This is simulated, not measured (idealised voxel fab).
Herein follows the process module entitled voxel gate over fins.
Pictured: cross-section cut, 280 nm wide, on a grid of 5 nm square cells.
A cross-section is a grid of square cells, given in bands from the top down. A band is one or more rows of cells. It is stipulated that each band's entry specify, in nanometres, the height of the top of the band and then that of its bottom, followed by the materials of the band in left-to-right sequence, each together with its width in nanometres. A single material marked by the word "everywhere" is understood to fill the band from edge to edge; the word "empty" is understood to denote empty space. We count height from 0. Below that, the starting wafer is all one material. The lowest band never ends at the bottom but goes on down; see "z 0 and below" for how that is written. Per-row width for "30 to 40": begins at first number (top row of band), ends at second number (bottom row), increment between rows held constant. Where a step carries "no modifications", the cross-section came out of it unchanged, cell for cell. Basically, "Trapped void list" tells you about the enclosed voids: empty spaces with no open way to the top, 8 cells or bigger, each written width x height at distance, where distance is from the left edge, all in nm. Note: text after step settings on the step line = simulator remark on that step. overlay nm: right-of-plan distance of the mask on a masked step; negative values mean left-of-plan.

plan
1. RECEIVE, material Si
2. CONFORMAL_DEP, material SiN, thk nm 10
3. PATTERN, tone cover, mask id FINS, material resist, width nm 15, pitch nm 40, thk nm 20, overlay nm 0
4. DIRECTIONAL_ETCH, etch materials SiN, depth nm 10
5. DIRECTIONAL_ETCH, etch materials Si, depth nm 40
6. STRIP, etch materials resist
7. FILL_DEP, material SiO2, thk nm 15
8. CMP, height nm 10
9. SELECTIVE_ETCH, etch materials SiO2, depth nm 20
10. STRIP, etch materials SiN
11. CONFORMAL_DEP, material HfO2, thk nm 5
12. CONFORMAL_DEP, material TiN, thk nm 5
13. FILL_DEP, material W, thk nm 10
14. CMP, height nm 15
15. CONFORMAL_DEP, material SiCN, thk nm 10

As-received wafer cross-section (after step 1)
z 0 and below: Si everywhere
Trapped void list: none

End state of the module in cross-section, given the above starting point and plan and one mistake in execution
z 25 to 15: SiCN everywhere
z 15 to 5: W everywhere
z 5 to 0: 105 W  25 TiN  15 W  25 TiN  110 W
z 0 to -5: 105 W  5 TiN  15 Si  5 TiN  15 W  5 TiN  15 Si  5 TiN  110 W
z -5 to -10: 110 TiN  15 Si  25 TiN  15 Si  115 TiN
z -10 to -40: 110 SiO2  15 Si  25 SiO2  15 Si  115 SiO2
z -40 and below: Si everywhere
Trapped void list: none
Run error: step 11 of the plan never got run, it was skipped over
